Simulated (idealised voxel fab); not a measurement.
Module name: voxel gate over fins (process module)
Section shown: cut. Width: 220 nm. Cell size: 5 nm, square.
Heads up, the way a cross-section reads in here is a grid of square cells, handed over as bands from the top down, with every band being one or more rows of cells. This entry defines a band. It first specifies the height of the band's top and the height of its bottom in nm, and then specifies the band's materials from left to right, stating each material with its width in nm. The word "all across" identifies a single material that fills the band from edge to edge, while the word "empty" identifies empty space. The reference from which all heights are counted is 0, the level beneath which the as-received wafer is entirely one material; the lowest band, having no lower bound, proceeds downward and is written after the example "0 down". When a width is written as two numbers, as in "30 to 40", the first number is the width in the top row of cells of the band and the second is the width in its bottom row, and the width changes by the same amount from each row to the next. "remains unaltered" (step): cross-section cells unchanged, all of them. "Voids, enclosed" - sealed voids, min. 8 cells, no opening to top; format: width x height at distance (distance from left edge; nm throughout). The remark found on a step's line after its settings is issued by the simulator itself and pertains to that step. Steps that use a mask can have "overlay nm" on their line. It says how far the mask sat to the right of where it was meant to be. Negative means to the left.

**The process steps that were planned are listed below**
1 RECEIVE | material Si
2 CONFORMAL_DEP | material SiN | thk nm 10
3 PATTERN | tone cover | mask id FINS | material resist | width nm 15 | pitch nm 50 | thk nm 20 | overlay nm 0
4 DIRECTIONAL_ETCH | etch materials SiN | depth nm 10
5 DIRECTIONAL_ETCH | etch materials Si | depth nm 40
6 STRIP | etch materials resist
7 OXIDIZE | depth nm 5
8 FILL_DEP | material SiO2 | thk nm 5
9 CMP | height nm 10
10 DIRECTIONAL_DEP | material aC | thk nm 10
11 PATTERN | tone open | mask id RAIL | material resist | width nm 15 | thk nm 25 | overlay nm 0
12 DIRECTIONAL_ETCH | etch materials aC | depth nm 10
13 STRIP | etch materials resist
14 DIRECTIONAL_ETCH | etch materials SiO2 | depth nm 45
15 STRIP | etch materials aC
16 CONFORMAL_DEP | material TiN | thk nm 5
17 FILL_DEP | material W | thk nm 10
18 CMP | height nm 10
19 SELECTIVE_ETCH | etch materials W Ru TiN | depth nm 30
20 FILL_DEP | material SiO2 | thk nm 5
21 CMP | height nm 10
22 SELECTIVE_ETCH | etch materials SiO2 | depth nm 20
23 STRIP | etch materials SiN
24 CONFORMAL_DEP | material HfO2 | thk nm 5
25 CONFORMAL_DEP | material TiN | thk nm 5
26 FILL_DEP | material W | thk nm 15
27 CMP | height nm 20
28 CONFORMAL_DEP | material SiCN | thk nm 5

**Cross-section of the wafer at receipt, which is the condition after step 1**
0 down = Si all across
Voids, enclosed: none

**Below is the wafer in cross-section after the module was completed. It began from the starting point shown above and followed the plan shown above, except that one mistake was made while running it**
25 to 20 = SiCN all across
20 to 10 = W all across
10 to 5 = 20 of W | 25 of TiN | 25 of W | 25 of TiN | 25 of W | 25 of TiN | 25 of W | 25 of TiN | 25 of W
5 to 0 = 20 of W | 5 of TiN | 15 of HfO2 | 5 of TiN | 25 of W | 5 of TiN | 15 of HfO2 | 5 of TiN | 25 of W | 5 of TiN | 15 of HfO2 | 5 of TiN | 25 of W | 5 of TiN | 15 of HfO2 | 5 of TiN | 25 of W
0 to -5 = 25 of TiN | 5 of HfO2 | 5 of Si | 5 of HfO2 | 35 of TiN | 5 of HfO2 | 5 of Si | 5 of HfO2 | 35 of TiN | 5 of HfO2 | 5 of Si | 5 of HfO2 | 35 of TiN | 5 of HfO2 | 5 of Si | 5 of HfO2 | 30 of TiN
-5 to -10 = 30 of HfO2 | 5 of Si | 45 of HfO2 | 5 of Si | 45 of HfO2 | 5 of Si | 45 of HfO2 | 5 of Si | 35 of HfO2
-10 to -20 = 30 of SiO2 | 5 of Si | 45 of SiO2 | 5 of Si | 45 of SiO2 | 5 of Si | 45 of SiO2 | 5 of Si | 35 of SiO2
-20 to -30 = 30 of SiO2 | 5 of Si | 25 of SiO2 | 5 of TiN | 5 of W | 5 of TiN | 5 of SiO2 | 5 of Si | 45 of SiO2 | 5 of Si | 45 of SiO2 | 5 of Si | 35 of SiO2
-30 to -35 = 30 of SiO2 | 5 of Si | 25 of SiO2 | 15 of TiN | 5 of SiO2 | 5 of Si | 45 of SiO2 | 5 of Si | 45 of SiO2 | 5 of Si | 35 of SiO2
-35 to -45 = 30 of SiO2 | 5 of Si | 45 of SiO2 | 5 of Si | 45 of SiO2 | 5 of Si | 45 of SiO2 | 5 of Si | 35 of SiO2
-45 down = Si all across
Voids, enclosed: none
What was the processing mistake? step 11 ran with different settings than intended, the actual operation and settings being PATTERN | tone open | mask id RAIL | material resist | width nm 15 | thk nm 25 | overlay nm 10
